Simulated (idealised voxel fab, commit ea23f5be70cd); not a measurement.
process module | voxel trench capacitor
cross-section cut | 285 nm wide | cells 5 nm
A cross-section is a grid of square cells, given in bands from the top down. A band is one or more rows of cells.
Each band's line starts with the height of the band's top and of its bottom, in nm. Then come its materials from left to right, each with its width in nm. One material with "throughout" fills the band from edge to edge. "air" is empty space.
Height 0 is the level under which the wafer as received is all one material. The lowest band goes on downwards, as in "0 down".
A width such as "30 to 40" changes by the same amount from each row of cells to the next, from the band's top row to its bottom row.
"no change" after a step means that no cell of the cross-section changed.
closed voids: empty space of 8 cells or more with no open way to the top, each as width x height at its distance from the left edge, in nm
after a step's settings: what the simulator itself notes on the step
overlay nm, on a step with a mask: how far to the right of its planned place the mask lay; to the left if negative
plan
1 op RECEIVE | material Si
2 op CONFORMAL_DEP | material SiN | thk nm 5
3 op DIRECTIONAL_DEP | material aC | thk nm 10
4 op PATTERN | tone open | mask id TRENCH | material resist | width nm 25 | pitch nm 40 | thk nm 30 | overlay nm 0
5 op DIRECTIONAL_ETCH | etch materials aC | depth nm 10
6 op STRIP | etch materials resist
7 op DIRECTIONAL_ETCH | etch materials SiN | depth nm 5
8 op DIRECTIONAL_ETCH | etch materials Si | depth nm 40
9 op STRIP | etch materials aC
10 op CONFORMAL_DEP | material Al2O3 | thk nm 5
11 op CONFORMAL_DEP | material TiN | thk nm 5
12 op FILL_DEP | material W | thk nm 10
13 op CMP | height nm 5
as received, after step 1
  0 down: Si throughout
  closed voids: none
a wafer at the end: this start, this plan, one mistake
  25 to 15: W throughout
  15 to 10: TiN 120 | W 5 | TiN 35 | W 5 | TiN 120
  10 to 5: Al2O3 115 | TiN 5 | W 5 | TiN 5 | Al2O3 25 | TiN 5 | W 5 | TiN 5 | Al2O3 115
  5 to 0: SiN 110 | Al2O3 5 | TiN 5 | W 5 | TiN 5 | Al2O3 5 | SiN 15 | Al2O3 5 | TiN 5 | W 5 | TiN 5 | Al2O3 5 | SiN 110
  0 to -30: Si 110 | Al2O3 5 | TiN 5 | W 5 | TiN 5 | Al2O3 5 | Si 15 | Al2O3 5 | TiN 5 | W 5 | TiN 5 | Al2O3 5 | Si 110
  -30 to -35: Si 110 | Al2O3 5 | TiN 15 | Al2O3 5 | Si 15 | Al2O3 5 | TiN 15 | Al2O3 5 | Si 110
  -35 to -40: Si 110 | Al2O3 25 | Si 15 | Al2O3 25 | Si 110
  -40 down: Si throughout
  closed voids: none
what went wrong: step 13 was left out
